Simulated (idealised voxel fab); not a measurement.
Process module, titled voxel capacitor over wiring
The cross-section on display is named cut; it measures 280 nm wide, and its cells are 5 nm squares.
Cross-section = grid of square cells, listed top down in bands; band = one or more rows.
It is stipulated that each band's entry specify, in nanometres, the height of the top of the band and then that of its bottom, followed by the materials of the band in left-to-right sequence, each together with its width in nanometres. A single material marked by the word "full width" is understood to fill the band from edge to edge; the word "blank" is understood to denote empty space.
For the purposes of this specification, 0 denotes the height below which the wafer in its as-received condition is composed wholly of one material, and the lowermost band, lacking a lower limit, extends downward without end, as expressed in "0 -> down".
The expression "30 to 40" gives the width at the extremes of the band, the first number at its top row of cells and the second at its bottom row, with the width changing by equal amounts from each row to the next in between.
Basically "no modifications" means that step didn't change any cell in the cross-section.
Entry "Closed internal voids" = empty spaces >= 8 cells with no open way to the top; each as width x height at distance, distance from left edge, all nm.
Post-settings text on a step line: simulator's own remark regarding the step.
If you see "overlay nm" on a step's line and that step has a mask, it's telling you how far right of where it was planned the mask ended up; a negative number means it went left instead.

Process steps (planned)
1,RECEIVE | material Si
2,CONFORMAL_DEP | material SiO2 | thk nm 10
3,CONFORMAL_DEP | material SiCN | thk nm 5
4,DIRECTIONAL_DEP | material lowk | thk nm 25
5,PATTERN | tone open | mask id METAL_1 | material resist | width nm 25 | pitch nm 90 | thk nm 15 | overlay nm 0
6,DIRECTIONAL_ETCH | etch materials lowk | depth nm 25
7,DIRECTIONAL_ETCH | etch materials SiCN | depth nm 5
8,STRIP | etch materials resist
9,CONFORMAL_DEP | material TiN | thk nm 5
10,FILL_DEP | material Cu | thk nm 10
11,CMP | height nm 40
12,CONFORMAL_DEP | material SiCN | thk nm 5
13,DIRECTIONAL_DEP | material SiO2 | thk nm 15
14,DIRECTIONAL_DEP | material aC | thk nm 10
15,PATTERN | tone open | mask id PLUG_1 | material resist | width nm 15 | thk nm 30 | overlay nm 0
16,DIRECTIONAL_ETCH | etch materials aC | depth nm 10
17,STRIP | etch materials resist
18,DIRECTIONAL_ETCH | etch materials SiO2 | depth nm 15
19,DIRECTIONAL_ETCH | etch materials SiCN | depth nm 5
20,STRIP | etch materials aC
21,EPI | material Ru | thk nm 10
22,EPI | material Ru | thk nm 10
23,DIRECTIONAL_DEP | material TiN | thk nm 10
24,DIRECTIONAL_DEP | material HfO2 | thk nm 5
25,DIRECTIONAL_DEP | material TiN | thk nm 10
26,MASKED_ETCH | tone cover | mask id UPPER_PLATE | width nm 70 | etch materials TiN | depth nm 10 | overlay nm 0
27,MASKED_ETCH | tone cover | mask id UPPER_PLATE | width nm 70 | etch materials HfO2 | depth nm 5 | overlay nm 0
28,MASKED_ETCH | tone cover | mask id LOWER_PLATE | width nm 80 | etch materials TiN | depth nm 10 | overlay nm 0
29,FILL_DEP | material SiO2 | thk nm 20
30,CMP | height nm 100
31,PATTERN | tone open | mask id PLUG_2 | material resist | width nm 15 | thk nm 20 | overlay nm 0
32,DIRECTIONAL_ETCH | etch materials SiO2 | depth nm 15
33,STRIP | etch materials resist
34,CONFORMAL_DEP | material TiN | thk nm 5
35,FILL_DEP | material Ru | thk nm 5
36,CMP | height nm 100
37,CONFORMAL_DEP | material SiN | thk nm 5

Wafer, first of two, run as planned

Wafer at receipt (post step 1), cross-section
  0 -> down = Si full width
  Closed internal voids: none

Presented here is a cross-section of the wafer after step 2 has been performed
  10 -> 0 = SiO2 full width
  Everything under 0 stays put, no change at all.

Presented here is a cross-section of the wafer after step 3 has been performed
  15 -> 10 = SiCN full width
  Everything under 10 stays put, no change at all.

Presented here is a cross-section of the wafer after step 4 has been performed
  40 -> 15 = lowk full width
  Everything under 15 stays put, no change at all.

Presented here is a cross-section of the wafer after step 5 has been performed
  55 -> 40 = resist 80 nm, blank 25 nm, resist 65 nm, blank 25 nm, resist 85 nm
  Everything under 40 stays put, no change at all.

Presented here is a cross-section of the wafer after step 6 has been performed
  55 -> 40 = resist 80 nm, blank 25 nm, resist 65 nm, blank 25 nm, resist 85 nm
  40 -> 15 = lowk 80 nm, blank 25 nm, lowk 65 nm, blank 25 nm, lowk 85 nm
  Everything under 15 stays put, no change at all.

Presented here is a cross-section of the wafer after step 7 has been performed
  55 -> 40 = resist 80 nm, blank 25 nm, resist 65 nm, blank 25 nm, resist 85 nm
  40 -> 15 = lowk 80 nm, blank 25 nm, lowk 65 nm, blank 25 nm, lowk 85 nm
  15 -> 10 = SiCN 80 nm, blank 25 nm, SiCN 65 nm, blank 25 nm, SiCN 85 nm
  Everything under 10 stays put, no change at all.

Presented here is a cross-section of the wafer after step 8 has been performed
  40 -> 15 = lowk 80 nm, blank 25 nm, lowk 65 nm, blank 25 nm, lowk 85 nm
  Everything under 15 stays put, no change at all.

Presented here is a cross-section of the wafer after step 9 has been performed
  45 -> 40 = TiN 85 nm, blank 15 nm, TiN 75 nm, blank 15 nm, TiN 90 nm
  40 -> 15 = lowk 80 nm, TiN 5 nm, blank 15 nm, TiN 5 nm, lowk 65 nm, TiN 5 nm, blank 15 nm, TiN 5 nm, lowk 85 nm
  15 -> 10 = SiCN 80 nm, TiN 25 nm, SiCN 65 nm, TiN 25 nm, SiCN 85 nm
  Everything under 10 stays put, no change at all.

Presented here is a cross-section of the wafer after step 10 has been performed
  55 -> 45 = Cu full width
  45 -> 40 = TiN 85 nm, Cu 15 nm, TiN 75 nm, Cu 15 nm, TiN 90 nm
  40 -> 15 = lowk 80 nm, TiN 5 nm, Cu 15 nm, TiN 5 nm, lowk 65 nm, TiN 5 nm, Cu 15 nm, TiN 5 nm, lowk 85 nm
  Everything under 15 stays put, no change at all.

Presented here is a cross-section of the wafer after step 11 has been performed
  40 -> 15 = lowk 80 nm, TiN 5 nm, Cu 15 nm, TiN 5 nm, lowk 65 nm, TiN 5 nm, Cu 15 nm, TiN 5 nm, lowk 85 nm
  Everything under 15 stays put, no change at all.

Presented here is a cross-section of the wafer after step 12 has been performed
  45 -> 40 = SiCN full width
  Everything under 40 stays put, no change at all.

Presented here is a cross-section of the wafer after step 13 has been performed
  60 -> 45 = SiO2 full width
  Everything under 45 stays put, no change at all.

Presented here is a cross-section of the wafer after step 14 has been performed
  70 -> 60 = aC full width
  Everything under 60 stays put, no change at all.

Presented here is a cross-section of the wafer after step 15 has been performed
  100 -> 70 = resist 90 nm, blank 15 nm, resist 175 nm
  Everything under 70 stays put, no change at all.

Presented here is a cross-section of the wafer after step 16 has been performed
  90 -> 70 = resist 90 nm, blank 15 nm, resist 175 nm
  70 -> 60 = aC 90 nm, blank 15 nm, aC 175 nm
  Everything under 60 stays put, no change at all.

Presented here is a cross-section of the wafer after step 17 has been performed
  70 -> 60 = aC 90 nm, blank 15 nm, aC 175 nm
  Everything under 60 stays put, no change at all.

Presented here is a cross-section of the wafer after step 18 has been performed
  70 -> 60 = aC 90 nm, blank 15 nm, aC 175 nm
  60 -> 45 = SiO2 90 nm, blank 15 nm, SiO2 175 nm
  Everything under 45 stays put, no change at all.

Presented here is a cross-section of the wafer after step 19 has been performed
  70 -> 60 = aC 90 nm, blank 15 nm, aC 175 nm
  60 -> 45 = SiO2 90 nm, blank 15 nm, SiO2 175 nm
  45 -> 40 = SiCN 90 nm, blank 15 nm, SiCN 175 nm
  Everything under 40 stays put, no change at all.

Presented here is a cross-section of the wafer after step 20 has been performed
  60 -> 45 = SiO2 90 nm, blank 15 nm, SiO2 175 nm
  Everything under 45 stays put, no change at all.

Presented here is a cross-section of the wafer after step 21 has been performed
  60 -> 50 = SiO2 90 nm, blank 15 nm, SiO2 175 nm
  50 -> 45 = SiO2 90 nm, Ru 15 nm, SiO2 175 nm
  45 -> 40 = SiCN 90 nm, Ru 15 nm, SiCN 175 nm
  Everything under 40 stays put, no change at all.

Presented here is a cross-section of the wafer after step 22 has been performed
  60 -> 45 = SiO2 90 nm, Ru 15 nm, SiO2 175 nm
  Everything under 45 stays put, no change at all.

Presented here is a cross-section of the wafer after step 23 has been performed
  70 -> 60 = TiN full width
  Everything under 60 stays put, no change at all.

Presented here is a cross-section of the wafer after step 24 has been performed
  75 -> 70 = HfO2 full width
  Everything under 70 stays put, no change at all.

Presented here is a cross-section of the wafer after step 25 has been performed
  85 -> 75 = TiN full width
  Everything under 75 stays put, no change at all.

Presented here is a cross-section of the wafer after step 26 has been performed
  85 -> 75 = blank 90 nm, TiN 70 nm, blank 120 nm
  Everything under 75 stays put, no change at all.

Presented here is a cross-section of the wafer after step 27 has been performed
  85 -> 75 = blank 90 nm, TiN 70 nm, blank 120 nm
  75 -> 70 = blank 90 nm, HfO2 70 nm, blank 120 nm
  Everything under 70 stays put, no change at all.

Presented here is a cross-section of the wafer after step 28 has been performed
  85 -> 75 = blank 90 nm, TiN 70 nm, blank 120 nm
  75 -> 70 = blank 90 nm, HfO2 70 nm, blank 120 nm
  70 -> 60 = blank 85 nm, TiN 80 nm, blank 115 nm
  Everything under 60 stays put, no change at all.

Presented here is a cross-section of the wafer after step 29 has been performed
  105 -> 85 = SiO2 full width
  85 -> 75 = SiO2 90 nm, TiN 70 nm, SiO2 120 nm
  75 -> 70 = SiO2 90 nm, HfO2 70 nm, SiO2 120 nm
  70 -> 60 = SiO2 85 nm, TiN 80 nm, SiO2 115 nm
  Everything under 60 stays put, no change at all.

Presented here is a cross-section of the wafer after step 30 has been performed
  100 -> 85 = SiO2 full width
  Everything under 85 stays put, no change at all.

Presented here is a cross-section of the wafer after step 31 has been performed
  120 -> 100 = resist 100 nm, blank 15 nm, resist 165 nm
  Everything under 100 stays put, no change at all.

Presented here is a cross-section of the wafer after step 32 has been performed
  120 -> 100 = resist 100 nm, blank 15 nm, resist 165 nm
  100 -> 85 = SiO2 100 nm, blank 15 nm, SiO2 165 nm
  Everything under 85 stays put, no change at all.

Presented here is a cross-section of the wafer after step 33 has been performed
  100 -> 85 = SiO2 100 nm, blank 15 nm, SiO2 165 nm
  Everything under 85 stays put, no change at all.

Presented here is a cross-section of the wafer after step 34 has been performed
  105 -> 100 = TiN 105 nm, blank 5 nm, TiN 170 nm
  100 -> 90 = SiO2 100 nm, TiN 5 nm, blank 5 nm, TiN 5 nm, SiO2 165 nm
  90 -> 85 = SiO2 100 nm, TiN 15 nm, SiO2 165 nm
  Everything under 85 stays put, no change at all.

Presented here is a cross-section of the wafer after step 35 has been performed
  110 -> 105 = Ru full width
  105 -> 100 = TiN 105 nm, Ru 5 nm, TiN 170 nm
  100 -> 90 = SiO2 100 nm, TiN 5 nm, Ru 5 nm, TiN 5 nm, SiO2 165 nm
  Everything under 90 stays put, no change at all.

Presented here is a cross-section of the wafer after step 36 has been performed
  100 -> 90 = SiO2 100 nm, TiN 5 nm, Ru 5 nm, TiN 5 nm, SiO2 165 nm
  Everything under 90 stays put, no change at all.

Presented here is a cross-section of the wafer after step 37 has been performed
  105 -> 100 = SiN full width
  Everything under 100 stays put, no change at all.

Wafer two. Same start, same plan, one slip in execution. Same as wafer one through step 25, inclusive

Second wafer, section view, time point: scheduled end of step 26
  85 -> 75 = TiN 90 nm, blank 70 nm, TiN 120 nm
  Everything under 75 stays put, no change at all.

Second wafer, section view, time point: scheduled end of step 27: no modifications

Second wafer, section view, time point: scheduled end of step 28
  85 -> 75 = blank 85 nm, TiN 5 nm, blank 70 nm, TiN 5 nm, blank 115 nm
  Everything under 75 stays put, no change at all.

Second wafer, section view, time point: scheduled end of step 29
  105 -> 85 = SiO2 full width
  85 -> 75 = SiO2 85 nm, TiN 5 nm, SiO2 70 nm, TiN 5 nm, SiO2 115 nm
  Everything under 75 stays put, no change at all.

Second wafer, section view, time point: scheduled end of step 30
  100 -> 85 = SiO2 full width
  Everything under 85 stays put, no change at all.

Second wafer, section view, time point: scheduled end of step 31
  120 -> 100 = resist 100 nm, blank 15 nm, resist 165 nm
  Everything under 100 stays put, no change at all.

Second wafer, section view, time point: scheduled end of step 32
  120 -> 100 = resist 100 nm, blank 15 nm, resist 165 nm
  100 -> 85 = SiO2 100 nm, blank 15 nm, SiO2 165 nm
  Everything under 85 stays put, no change at all.

Second wafer, section view, time point: scheduled end of step 33
  100 -> 85 = SiO2 100 nm, blank 15 nm, SiO2 165 nm
  Everything under 85 stays put, no change at all.

Second wafer, section view, time point: scheduled end of step 34
  105 -> 100 = TiN 105 nm, blank 5 nm, TiN 170 nm
  100 -> 90 = SiO2 100 nm, TiN 5 nm, blank 5 nm, TiN 5 nm, SiO2 165 nm
  90 -> 85 = SiO2 100 nm, TiN 15 nm, SiO2 165 nm
  Everything under 85 stays put, no change at all.

Second wafer, section view, time point: scheduled end of step 35
  110 -> 105 = Ru full width
  105 -> 100 = TiN 105 nm, Ru 5 nm, TiN 170 nm
  100 -> 90 = SiO2 100 nm, TiN 5 nm, Ru 5 nm, TiN 5 nm, SiO2 165 nm
  Everything under 90 stays put, no change at all.

Second wafer, section view, time point: scheduled end of step 36
  100 -> 90 = SiO2 100 nm, TiN 5 nm, Ru 5 nm, TiN 5 nm, SiO2 165 nm
  Everything under 90 stays put, no change at all.

Second wafer, section view, time point: scheduled end of step 37
  105 -> 100 = SiN full width
  Everything under 100 stays put, no change at all.
Here's what went sideways: step 26 did not use the planned setting and instead ran as MASKED_ETCH | tone open | mask id UPPER_PLATE | width nm 70 | etch materials TiN | depth nm 10 | overlay nm 0
The final cell counts differ between the wafers, with the second having more or fewer of some materials than the first: 42 more of HfO2, 98 fewer of SiO2, 56 more of TiN
